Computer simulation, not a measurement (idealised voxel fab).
A process module follows: voxel transistor to metal.
cross-section cut | 210 nm wide | cells 5 nm
We lay out every cross-section as a grid of square cells and spell it out in bands from the top down, where one band means one or more rows of cells. Within each band entry, the heights of the top and of the bottom of the band appear first, in that order and in nm; the materials of the band then follow from left to right, each with its corresponding width in nm. The designation "throughout" on a single material indicates that it fills the band from edge to edge; the designation "empty" indicates empty space. Convention: height 0 is the level below which the wafer, as received, is all one material. The lowest band does not terminate at the bottom but continues downward, represented as "top 0, no bottom". The expression "30->40" gives the width at the extremes of the band, the first number at its top row of cells and the second at its bottom row, with the width changing by equal amounts from each row to the next in between. Where the words "nothing different" appear for a step, the cross-section shows no cell changed by that step; every cell remained as before. The label "Sealed void listing" introduces a list of the empty spaces, 8 cells or larger, that have no open way up to the top; each entry in it reads width x height at distance, where the distance is taken from the left edge and all three are stated in nm. Note: text after step settings on the step line = simulator remark on that step. The "overlay nm" setting may appear on a step's line; for a step that uses a mask, it gives how far to the right of its planned position the mask lay, and a negative value indicates the left.

### This section lists the process steps that were planned
| 1 | RECEIVE: material Si |
| 2 | CONFORMAL_DEP: material SiO2, thk nm 5 |
| 3 | CONFORMAL_DEP: material SiN, thk nm 15 |
| 4 | DIRECTIONAL_DEP: material aC, thk nm 10 |
| 5 | PATTERN: tone cover, mask id ACTIVE, material resist, width nm 85, thk nm 30, overlay nm 0 |
| 6 | DIRECTIONAL_ETCH: etch materials aC, depth nm 10 |
| 7 | STRIP: etch materials resist |
| 8 | DIRECTIONAL_ETCH: etch materials SiN, depth nm 15 |
| 9 | DIRECTIONAL_ETCH: etch materials SiO2, depth nm 5 |
| 10 | DIRECTIONAL_ETCH: etch materials Si, depth nm 25 |
| 11 | STRIP: etch materials aC |
| 12 | OXIDIZE: depth nm 5 |
| 13 | FILL_DEP: material SiO2, thk nm 15 |
| 14 | CMP: height nm 20 |
| 15 | SELECTIVE_ETCH: etch materials SiO2, depth nm 5 |
| 16 | STRIP: etch materials SiN |
| 17 | SELECTIVE_ETCH: etch materials SiO2, depth nm 5 |
| 18 | OXIDIZE: depth nm 5 |
| 19 | DIRECTIONAL_DEP: material polySi, thk nm 20 |
| 20 | DIRECTIONAL_DEP: material SiCN, thk nm 15 |
| 21 | MASKED_ETCH: tone cover, mask id GATE, width nm 15, etch materials SiCN, depth nm 25, overlay nm 0 |
| 22 | MASKED_ETCH: tone cover, mask id GATE, width nm 15, etch materials polySi, depth nm 30, overlay nm 0 |
| 23 | CONFORMAL_DEP: material SiO2, thk nm 5 |
| 24 | DIRECTIONAL_ETCH: etch materials SiO2, depth nm 5 |
| 25 | CONFORMAL_DEP: material SiN, thk nm 5 |
| 26 | DIRECTIONAL_ETCH: etch materials SiN, depth nm 5 |
| 27 | DIRECTIONAL_ETCH: etch materials SiO2, depth nm 5 |
| 28 | DIRECTIONAL_ETCH: etch materials Si, depth nm 5 |
| 29 | EPI: material pSi, thk nm 10 |
| 30 | FILL_DEP: material SiO2, thk nm 5 |
| 31 | CMP: height nm 35 |
| 32 | DIRECTIONAL_DEP: material SiO2, thk nm 15 |
| 33 | PATTERN: tone open, mask id CONTACT, material resist, width nm 25, pitch nm 50, thk nm 15, overlay nm 0 |
| 34 | DIRECTIONAL_ETCH: etch materials SiO2, depth nm 50 |
| 35 | STRIP: etch materials resist |
| 36 | CONFORMAL_DEP: material TiN, thk nm 5 |
| 37 | FILL_DEP: material Ru, thk nm 10 |
| 38 | CMP: height nm 50 |
| 39 | CONFORMAL_DEP: material SiCN, thk nm 5 |
| 40 | DIRECTIONAL_DEP: material lowk, thk nm 15 |
| 41 | DIRECTIONAL_DEP: material aC, thk nm 15 |
| 42 | PATTERN: tone open, mask id METAL_1, material resist, width nm 15, pitch nm 60, thk nm 30, overlay nm 0 |
| 43 | DIRECTIONAL_ETCH: etch materials aC, depth nm 15 |
| 44 | STRIP: etch materials resist |
| 45 | DIRECTIONAL_ETCH: etch materials lowk, depth nm 15 |
| 46 | DIRECTIONAL_ETCH: etch materials SiCN, depth nm 5 |
| 47 | STRIP: etch materials aC |
| 48 | CONFORMAL_DEP: material TiN, thk nm 5 |
| 49 | FILL_DEP: material Ru, thk nm 10 |
| 50 | CMP: height nm 70 |
| 51 | CONFORMAL_DEP: material SiCN, thk nm 5 |
| 52 | DIRECTIONAL_DEP: material SiO2, thk nm 35 |
| 53 | DIRECTIONAL_DEP: material aC, thk nm 15 |
| 54 | PATTERN: tone open, mask id METAL_2, material resist, width nm 15, pitch nm 60, thk nm 35, overlay nm 0 |
| 55 | DIRECTIONAL_ETCH: etch materials aC, depth nm 15 |
| 56 | STRIP: etch materials resist |
| 57 | DIRECTIONAL_ETCH: etch materials SiO2, depth nm 20 |
| 58 | STRIP: etch materials aC |
| 59 | MASKED_ETCH: tone open, mask id METAL_2_HOLES, width nm 15, pitch nm 60, etch materials SiO2, depth nm 15, overlay nm 0 |
| 60 | MASKED_ETCH: tone open, mask id METAL_2_HOLES, width nm 15, pitch nm 60, etch materials SiCN, depth nm 5, overlay nm 0 |
| 61 | CONFORMAL_DEP: material TiN, thk nm 5 |
| 62 | FILL_DEP: material Cu, thk nm 5 |
| 63 | CMP: height nm 110 |
| 64 | CONFORMAL_DEP: material SiN, thk nm 5 |

### This is the cross-section of the wafer as we received it, i.e. after step 1
    top 0, no bottom: Si throughout
    Sealed void listing: none

### Cross-section, end of module. Start: as above. Plan: as above. Execution: one mistake
    top 115, bottom 110: SiN throughout
    top 110, bottom 75: 65 nm SiO2, 5 nm TiN, 5 nm Cu, 5 nm TiN, 45 nm SiO2, 5 nm TiN, 5 nm Cu, 5 nm TiN, 70 nm SiO2
    top 75, bottom 70: 65 nm SiCN, 15 nm TiN, 45 nm SiCN, 15 nm TiN, 70 nm SiCN
    top 70, bottom 55: 60 nm lowk, 5 nm TiN, 15 nm Ru, 5 nm TiN, 35 nm lowk, 5 nm TiN, 15 nm Ru, 5 nm TiN, 65 nm lowk
    top 55, bottom 50: 60 nm SiCN, 25 nm TiN, 35 nm SiCN, 25 nm TiN, 65 nm SiCN
    top 50, bottom 40: 65 nm SiO2, 5 nm TiN, 15 nm Ru, 5 nm TiN, 25 nm SiO2, 5 nm TiN, 15 nm Ru, 5 nm TiN, 70 nm SiO2
    top 40, bottom 35: 65 nm SiO2, 5 nm TiN, 10 nm Ru, 10 nm TiN, 25 nm SiO2, 10 nm TiN, 10 nm Ru, 5 nm TiN, 70 nm SiO2
    top 35, bottom 20: 65 nm SiO2, 5 nm TiN, 10 nm Ru, 5 nm TiN, 5 nm SiN, 5 nm SiO2, 15 nm SiCN, 5 nm SiO2, 5 nm SiN, 5 nm TiN, 10 nm Ru, 5 nm TiN, 70 nm SiO2
    top 20, bottom 10: 65 nm SiO2, 5 nm TiN, 10 nm Ru, 5 nm TiN, 5 nm SiN, 5 nm SiO2, 15 nm polySi, 5 nm SiO2, 5 nm SiN, 5 nm TiN, 10 nm Ru, 5 nm TiN, 70 nm SiO2
    top 10, bottom 5: 60 nm SiO2, 5 nm SiN, 20 nm TiN, 5 nm SiN, 5 nm SiO2, 15 nm polySi, 5 nm SiO2, 5 nm SiN, 20 nm TiN, 5 nm SiN, 65 nm SiO2
    top 5, bottom 0: 60 nm SiO2, 5 nm SiN, 10 nm TiN, 10 nm pSi, 5 nm SiN, 5 nm SiO2, 15 nm polySi, 5 nm SiO2, 5 nm SiN, 10 nm pSi, 10 nm TiN, 5 nm SiN, 65 nm SiO2
    top 0, bottom -5: 65 nm SiO2, 20 nm pSi, 35 nm SiO2, 20 nm pSi, 70 nm SiO2
    top -5, bottom -10: 65 nm SiO2, 20 nm pSi, 35 nm Si, 20 nm pSi, 70 nm SiO2
    top -10, bottom -30: 65 nm SiO2, 75 nm Si, 70 nm SiO2
    top -30, no bottom: Si throughout
    Sealed void listing: none
What was the processing mistake? heads up, step 42 didn't go per plan, it actually ran as PATTERN: tone open, mask id METAL_1, material resist, width nm 25, pitch nm 60, thk nm 30, overlay nm 0
